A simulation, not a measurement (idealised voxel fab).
process module | voxel capacitor over wiring
cross-section cut | 175 nm wide | cells 5 nm
A cross-section is a grid of square cells, given in bands from the top down. A band is one or more rows of cells.
Each band's line starts with the height of the band's top and of its bottom, in nm. Then come its materials from left to right, each with its width in nm. One material with "throughout" fills the band from edge to edge. "air" is empty space.
Height 0 is the level under which the wafer as received is all one material. The lowest band goes on downwards, as in "0 down".
A width such as "30 to 40" changes by the same amount from each row of cells to the next, from the band's top row to its bottom row.
"no change" after a step means that no cell of the cross-section changed.
closed voids: empty space of 8 cells or more with no open way to the top, each as width x height at its distance from the left edge, in nm
after a step's settings: what the simulator itself notes on the step
overlay nm, on a step with a mask: how far to the right of its planned place the mask lay; to the left if negative
plan
1 op RECEIVE | material Si
2 op CONFORMAL_DEP | material SiO2 | thk nm 10
3 op DIRECTIONAL_DEP | material TiN | thk nm 5
4 op DIRECTIONAL_DEP | material W | thk nm 15
5 op PATTERN | tone cover | mask id METAL_1 | material resist | width nm 25 | pitch nm 75 | thk nm 20 | overlay nm 0
6 op DIRECTIONAL_ETCH | etch materials W | depth nm 15
7 op DIRECTIONAL_ETCH | etch materials TiN | depth nm 5
8 op STRIP | etch materials resist
9 op CONFORMAL_DEP | material SiCN | thk nm 5
10 op FILL_DEP | material lowk | thk nm 5
11 op CMP | height nm 30
12 op CONFORMAL_DEP | material SiCN | thk nm 5
13 op DIRECTIONAL_DEP | material lowk | thk nm 10
14 op DIRECTIONAL_DEP | material aC | thk nm 15
15 op PATTERN | tone open | mask id PLUG_1 | material resist | width nm 15 | thk nm 35 | overlay nm 0
16 op DIRECTIONAL_ETCH | etch materials aC | depth nm 15
17 op STRIP | etch materials resist
18 op DIRECTIONAL_ETCH | etch materials lowk | depth nm 10
19 op DIRECTIONAL_ETCH | etch materials SiCN | depth nm 5
20 op STRIP | etch materials aC
21 op EPI | material Ru | thk nm 10
22 op EPI | material Ru | thk nm 5
23 op DIRECTIONAL_DEP | material TiN | thk nm 5
24 op DIRECTIONAL_DEP | material Al2O3 | thk nm 5
25 op DIRECTIONAL_DEP | material TiN | thk nm 5
26 op MASKED_ETCH | tone cover | mask id UPPER_PLATE | width nm 55 | etch materials TiN | depth nm 5 | overlay nm 0
27 op MASKED_ETCH | tone cover | mask id UPPER_PLATE | width nm 55 | etch materials Al2O3 | depth nm 5 | overlay nm 0
28 op PATTERN | tone cover | mask id LOWER_PLATE | material resist | width nm 65 | thk nm 20 | overlay nm 0
29 op DIRECTIONAL_ETCH | etch materials TiN | depth nm 5
30 op STRIP | etch materials resist
31 op FILL_DEP | material SiO2 | thk nm 20
32 op CMP | height nm 75
33 op PATTERN | tone open | mask id PLUG_2 | material resist | width nm 15 | thk nm 20 | overlay nm 0
34 op DIRECTIONAL_ETCH | etch materials SiO2 | depth nm 15
35 op STRIP | etch materials resist
36 op CONFORMAL_DEP | material TiN | thk nm 5
37 op FILL_DEP | material W | thk nm 5
38 op CMP | height nm 75
39 op CONFORMAL_DEP | material SiCN | thk nm 5
as received, after step 1
  0 down: Si throughout
  closed voids: none
first wafer at the end, as planned
  80 to 75: SiCN throughout
  75 to 65: SiO2 55 | TiN 5 | W 5 | TiN 5 | SiO2 105
  65 to 55: SiO2 55 to 45 | TiN 15 to 55 | SiO2 105 to 75
  55 to 50: SiO2 45 | Al2O3 55 | SiO2 75
  50 to 45: SiO2 40 | TiN 65 | SiO2 70
  45 to 35: lowk 45 | Ru 15 | lowk 115
  35 to 30: SiCN 45 | Ru 15 | SiCN 115
  30 to 15: lowk 30 | SiCN 5 | W 25 | SiCN 5 | lowk 40 | SiCN 5 | W 25 | SiCN 5 | lowk 35
  15 to 10: SiCN 35 | TiN 25 | SiCN 50 | TiN 25 | SiCN 40
  10 to 0: SiO2 throughout
  0 down: Si throughout
  closed voids: none
second wafer at the end: like start, like plan, one mistake
  80 to 75: SiCN throughout
  75 to 65: SiO2 55 | TiN 5 | W 5 | TiN 5 | SiO2 105
  65 to 60: SiO2 55 | TiN 15 | SiO2 105
  60 to 55: SiO2 45 | TiN 15 | SiO2 35 | TiN 5 | SiO2 75
  55 to 50: SiO2 45 | Al2O3 15 | SiO2 35 | Al2O3 5 | SiO2 75
  50 to 45: SiO2 40 | TiN 20 | SiO2 35 | TiN 10 | SiO2 70
  45 to 40: SiO2 20 | Ru 25 | lowk 15 | TiN 35 | Ru 55 | SiO2 25
  40 to 35: SiO2 20 | Ru 25 | lowk 15 | Al2O3 35 | Ru 55 | SiO2 25
  35 to 30: SiO2 20 | Ru 25 | SiCN 15 | TiN 35 | Ru 55 | SiO2 25
  30 to 15: lowk 30 | SiCN 5 | W 25 | SiCN 5 | lowk 40 | SiCN 5 | W 25 | SiCN 5 | lowk 35
  15 to 10: SiCN 35 | TiN 25 | SiCN 50 | TiN 25 | SiCN 40
  10 to 0: SiO2 throughout
  0 down: Si throughout
  closed voids: none
what went wrong: step 15 ran as: op PATTERN | tone cover | mask id PLUG_1 | material resist | width nm 15 | thk nm 35 | overlay nm 0
at the end the second wafer has, in cells: 39 more of Ru | 29 fewer of SiCN | 48 more of SiO2 | 58 fewer of lowk
